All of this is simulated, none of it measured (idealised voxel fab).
Herein follows the process module entitled voxel capacitor over wiring.
We display cut, a cross-section 300 nm in width whose square cells are each 5 nm.
A cross-section in this document is a grid of square cells, and it is written down as bands, the top band listed before the ones below it; a band is made up of one or more rows of cells. First you get the band's top height and its bottom height, in nm, and then the materials it's made of, left to right, with each width in nm. If you see a single material with "all across", that one covers the band edge to edge. "air" is empty space. Heights from 0 (as-received wafer is one material below). Bottom band endless downward, as "from 0 down". Read "30 to 40" as a graded width: first number on top, second number at the bottom, same change between each pair of neighbouring rows. "no modification" for a step: no cell of the cross-section changed in that step. Basically, "Fully enclosed voids" tells you about the enclosed voids: empty spaces with no open way to the top, 8 cells or bigger, each written width x height at distance, where distance is from the left edge, all in nm. That trailing text on a step's line, after the settings, is the simulator's own remark on the step. overlay nm: on a step with a mask, how far right of its planned place the mask lay; negative means left.
## This section lists the process steps that were planned
step 1: RECEIVE (material Si)
step 2: CONFORMAL_DEP (material SiO2; thk nm 15)
step 3: DIRECTIONAL_DEP (material TiN; thk nm 5)
step 4: DIRECTIONAL_DEP (material Ru; thk nm 20)
step 5: PATTERN (tone cover; mask id METAL_1; material resist; width nm 20; pitch nm 75; thk nm 20; overlay nm 0)
step 6: DIRECTIONAL_ETCH (etch materials Ru; depth nm 20)
step 7: DIRECTIONAL_ETCH (etch materials TiN; depth nm 5)
step 8: STRIP (etch materials resist)
step 9: FILL_DEP (material SiO2; thk nm 5)
step 10: CMP (height nm 40)
step 11: CONFORMAL_DEP (material SiCN; thk nm 5)
step 12: DIRECTIONAL_DEP (material lowk; thk nm 20)
step 13: MASKED_ETCH (tone open; mask id PLUG_1; width nm 15; etch materials lowk; depth nm 20; overlay nm 0)
step 14: MASKED_ETCH (tone open; mask id PLUG_1; width nm 15; etch materials SiCN; depth nm 5; overlay nm 0)
step 15: EPI (material Ru; thk nm 10)
step 16: EPI (material Ru; thk nm 10)
step 17: EPI (material Ru; thk nm 5)
step 18: DIRECTIONAL_DEP (material TiN; thk nm 5)
step 19: DIRECTIONAL_DEP (material SiN; thk nm 5)
step 20: DIRECTIONAL_DEP (material TiN; thk nm 10)
step 21: PATTERN (tone cover; mask id UPPER_PLATE; material resist; width nm 60; thk nm 20; overlay nm 0)
step 22: DIRECTIONAL_ETCH (etch materials TiN; depth nm 10)
step 23: DIRECTIONAL_ETCH (etch materials SiN; depth nm 5)
step 24: STRIP (etch materials resist)
step 25: MASKED_ETCH (tone cover; mask id LOWER_PLATE; width nm 70; etch materials TiN; depth nm 5; overlay nm 0)
step 26: FILL_DEP (material SiO2; thk nm 15)
step 27: CMP (height nm 95)
step 28: PATTERN (tone open; mask id PLUG_2; material resist; width nm 15; thk nm 15; overlay nm 0)
step 29: DIRECTIONAL_ETCH (etch materials SiO2; depth nm 10)
step 30: STRIP (etch materials resist)
step 31: CONFORMAL_DEP (material TiN; thk nm 5)
step 32: FILL_DEP (material W; thk nm 10)
step 33: CMP (height nm 95)
step 34: CONFORMAL_DEP (material SiCN; thk nm 5)
## As-received state of the wafer in cross-section, equivalent to post-step 1
from 0 down: Si all across
Fully enclosed voids: none
## Starting wafer: above. Plan: above. Run: one mistake. Cross-section after the module: below
from 100 to 95: SiCN all across
from 95 to 90: SiO2 (115) / TiN (5) / W (5) / TiN (5) / SiO2 (170)
from 90 to 85: SiO2 (115) / TiN (15) / SiO2 (170)
from 85 to 75: SiO2 (105) / TiN (60) / SiO2 (135)
from 75 to 70: SiO2 (105) / SiN (60) / SiO2 (135)
from 70 to 65: SiO2 (100) / TiN (70) / SiO2 (130)
from 65 to 45: lowk (105) / Ru (15) / lowk (180)
from 45 to 40: SiCN (115) / Ru (5) / SiCN (180)
from 40 to 20: SiO2 (100) / Ru (20) / SiO2 (55) / Ru (20) / SiO2 (105)
from 20 to 15: SiO2 (100) / TiN (20) / SiO2 (55) / TiN (20) / SiO2 (105)
from 15 to 0: SiO2 all across
from 0 down: Si all across
Fully enclosed voids: none
Misprocessing identified: contrary to plan, step 14 was performed as MASKED_ETCH (tone open; mask id PLUG_1; width nm 15; etch materials SiCN; depth nm 5; overlay nm 10)
